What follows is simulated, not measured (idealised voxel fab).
Process module heading - voxel gate over fins
Square cells of 5 nm make up the cross-section cut, whose width is 220 nm.
Cross-section spec: square-cell grid; bands listed top down; each band is one or more rows.
Top height, bottom height, nm. Materials left to right, width each, nm. Single material + "throughout" = fills band edge to edge. "blank" = empty.
For the purposes of this specification, 0 denotes the height below which the wafer in its as-received condition is composed wholly of one material, and the lowermost band, lacking a lower limit, extends downward without end, as expressed in "from 0 down".
The width entry "30->40" should be interpreted row by row: the top row of cells in the band takes the first number, the bottom row takes the second number, and the change between adjacent rows is uniform throughout.
Step note "all unchanged" = no cross-section cell changed.
Entry "Closed cavity list" = empty spaces >= 8 cells with no open way to the top; each as width x height at distance, distance from left edge, all nm.
Past the settings on a step's line: simulator remark, on that step.
overlay nm, on a step with a mask: how far to the right of its planned place the mask lay; to the left if negative

The process steps that were planned are listed below:
1 RECEIVE with material Si
2 CONFORMAL_DEP with material SiN, thk nm 10
3 PATTERN with tone cover, mask id FINS, material resist, width nm 15, pitch nm 45, thk nm 15, overlay nm 0
4 DIRECTIONAL_ETCH with etch materials SiN, depth nm 10
5 DIRECTIONAL_ETCH with etch materials Si, depth nm 40
6 STRIP with etch materials resist
7 FILL_DEP with material SiO2, thk nm 15
8 CMP with height nm 10
9 SELECTIVE_ETCH with etch materials SiO2, depth nm 20
10 STRIP with etch materials SiN
11 CONFORMAL_DEP with material HfO2, thk nm 5
12 CONFORMAL_DEP with material TiN, thk nm 5
13 CONFORMAL_DEP with material TiAl, thk nm 5
14 CONFORMAL_DEP with material TiN, thk nm 5
15 FILL_DEP with material W, thk nm 15
16 CMP with height nm 30
17 CONFORMAL_DEP with material SiCN, thk nm 10

Shown in cross-section is the wafer as received, that is, as it stands after step 1:
	from 0 down: Si throughout
	Closed cavity list: none

First of two wafers at the end of the module, shown in cross-section; run carried out as planned:
	from 40 to 30: SiCN throughout
	from 30 to 20: W throughout
	from 20 to 15: W: 15, then TiN: 190, then W: 15
	from 15 to 10: W: 15, then TiN: 5, then TiAl: 180, then TiN: 5, then W: 15
	from 10 to 5: TiN: 20, then TiAl: 5, then TiN: 35, then TiAl: 10, then TiN: 35, then TiAl: 10, then TiN: 35, then TiAl: 10, then TiN: 35, then TiAl: 5, then TiN: 20
	from 5 to 0: TiAl: 25, then TiN: 5, then HfO2: 25, then TiN: 5, then TiAl: 10, then TiN: 5, then HfO2: 25, then TiN: 5, then TiAl: 10, then TiN: 5, then HfO2: 25, then TiN: 5, then TiAl: 10, then TiN: 5, then HfO2: 25, then TiN: 5, then TiAl: 25
	from 0 to -5: TiN: 30, then HfO2: 5, then Si: 15, then HfO2: 5, then TiN: 20, then HfO2: 5, then Si: 15, then HfO2: 5, then TiN: 20, then HfO2: 5, then Si: 15, then HfO2: 5, then TiN: 20, then HfO2: 5, then Si: 15, then HfO2: 5, then TiN: 30
	from -5 to -10: HfO2: 35, then Si: 15, then HfO2: 30, then Si: 15, then HfO2: 30, then Si: 15, then HfO2: 30, then Si: 15, then HfO2: 35
	from -10 to -40: SiO2: 35, then Si: 15, then SiO2: 30, then Si: 15, then SiO2: 30, then Si: 15, then SiO2: 30, then Si: 15, then SiO2: 35
	from -40 down: Si throughout
	Closed cavity list: none

Presented here is a cross-section of the second of the two wafers as it stood at the end of the module. It was started in the same manner and assigned the same plan as the first wafer; however, one mistake was made in its execution:
	from 40 to 30: SiCN throughout
	from 30 to 20: W throughout
	from 20 to 15: W: 10, then TiN: 200, then W: 10
	from 15 to 10: W: 10, then TiN: 5, then TiAl: 190, then TiN: 5, then W: 10
	from 10 to 5: TiN: 15, then TiAl: 5, then TiN: 180, then TiAl: 5, then TiN: 15
	from 5 to 0: TiAl: 20, then TiN: 5, then HfO2: 35, then TiN: 10, then HfO2: 35, then TiN: 10, then HfO2: 35, then TiN: 10, then HfO2: 35, then TiN: 5, then TiAl: 20
	from 0 to -5: TiN: 25, then HfO2: 5, then Si: 25, then HfO2: 5, then TiN: 10, then HfO2: 5, then Si: 25, then HfO2: 5, then TiN: 10, then HfO2: 5, then Si: 25, then HfO2: 5, then TiN: 10, then HfO2: 5, then Si: 25, then HfO2: 5, then TiN: 25
	from -5 to -10: HfO2: 30, then Si: 25, then HfO2: 20, then Si: 25, then HfO2: 20, then Si: 25, then HfO2: 20, then Si: 25, then HfO2: 30
	from -10 to -40: SiO2: 30, then Si: 25, then SiO2: 20, then Si: 25, then SiO2: 20, then Si: 25, then SiO2: 20, then Si: 25, then SiO2: 30
	from -40 down: Si throughout
	Closed cavity list: none
Error vs. plan: note that step 3 departed from the planned setting and was carried out as PATTERN with tone cover, mask id FINS, material resist, width nm 25, pitch nm 45, thk nm 15, overlay nm 0
Cell-count delta at end, second wafer over first, by material: 64 more of Si, 48 fewer of SiO2, 12 fewer of TiAl, 4 fewer of W
